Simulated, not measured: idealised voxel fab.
Herein follows the process module entitled voxel self aligned contacts.
We display cut, a cross-section 210 nm in width whose square cells are each 5 nm.
Cross-sections here: square-cell grids, written as top-down lists of bands, a band being one or more rows of cells. Band: top and bottom heights (nm) first, top before bottom; then materials from left to right, widths in nm. "all across" marks a sole material filling the band edge to edge. "air" denotes empty space. Heads up on the height convention: 0 is the point under which the incoming wafer is all one material, and the lowest band has no bottom, it just keeps going down, like "0 nm and below". Note: "30->40" means the width goes from the first number (top row of the band) to the second number (bottom row) in equal steps per row of cells. It should be understood that the words "nothing altered", when stated for a given step, signify that the cross-section underwent no change in any of its cells during that step. In "Completely sealed voids" the enclosed voids are listed, meaning empty spaces of 8 cells or larger without any opening to the top. The form is width x height at distance, distance from the left edge, units nm. Heads up: the bit after the settings on a step's line is the simulator's remark on that step. overlay nm: right-of-plan distance of the mask on a masked step; negative values mean left-of-plan.

### Intended process steps
1 RECEIVE with material Si
2 CONFORMAL_DEP with material SiO2, thk nm 5
3 DIRECTIONAL_DEP with material polySi, thk nm 20
4 DIRECTIONAL_DEP with material SiN, thk nm 15
5 DIRECTIONAL_DEP with material aC, thk nm 10
6 PATTERN with tone cover, mask id GATE, material resist, width nm 35, pitch nm 60, thk nm 30, overlay nm 0
7 DIRECTIONAL_ETCH with etch materials aC, depth nm 10
8 STRIP with etch materials resist
9 DIRECTIONAL_ETCH with etch materials SiN, depth nm 15
10 DIRECTIONAL_ETCH with etch materials polySi, depth nm 20
11 STRIP with etch materials aC
12 CONFORMAL_DEP with material SiN, thk nm 5
13 DIRECTIONAL_ETCH with etch materials SiN, depth nm 5
14 FILL_DEP with material SiO2, thk nm 15
15 CMP with height nm 50
16 PATTERN with tone open, mask id CONTACT, material resist, width nm 35, thk nm 20, overlay nm 0
17 DIRECTIONAL_ETCH with etch materials SiO2, depth nm 50
18 STRIP with etch materials resist
19 CONFORMAL_DEP with material TiN, thk nm 5
20 FILL_DEP with material W, thk nm 5
21 CMP with height nm 50
22 CONFORMAL_DEP with material SiN, thk nm 5

### Cross-section, incoming material, after step 1
    0 nm and below = Si all across
    Completely sealed voids: none

### End-of-module cross-section of the first of two wafers, processed as planned
    55 nm to 50 nm = SiN all across
    50 nm to 40 nm = 85 SiO2 | 5->15 TiN | 25->5 W | 5->15 TiN | 90 SiO2
    40 nm to 25 nm = 50 SiO2 | 45 SiN | 5 TiN | 5 W | 5 TiN | 45 SiN | 55 SiO2
    25 nm to 5 nm = 50 SiO2 | 5 SiN | 35 polySi | 5 SiN | 5 TiN | 5 W | 5 TiN | 5 SiN | 35 polySi | 5 SiN | 55 SiO2
    5 nm to 0 nm = 95 SiO2 | 15 TiN | 100 SiO2
    0 nm and below = Si all across
    Completely sealed voids: none

### Now the second wafer, cross-sectioned at the end of the module. Nothing different at the start, nothing different in the plan compared with the first, just one mistake when it was actually run
    55 nm to 50 nm = SiN all across
    50 nm to 40 nm = 90 SiO2 | 5->10 TiN | 25->5 W | 5->20 TiN | 85 SiO2
    40 nm to 25 nm = 50 SiO2 | 45 SiN | 5 TiN | 5 W | 5 TiN | 45 SiN | 55 SiO2
    25 nm to 5 nm = 50 SiO2 | 5 SiN | 35 polySi | 5 SiN | 5 TiN | 5 W | 5 TiN | 5 SiN | 35 polySi | 5 SiN | 55 SiO2
    5 nm to 0 nm = 95 SiO2 | 15 TiN | 100 SiO2
    0 nm and below = Si all across
    Completely sealed voids: none
Which mistake was made when the wafer was run? the process deviated at step 16: the operation and settings actually run there were PATTERN with tone open, mask id CONTACT, material resist, width nm 35, thk nm 20, overlay nm 5
Tallied in cells, the final second wafer holds each material in the same quantity as the first, although not at the same places.
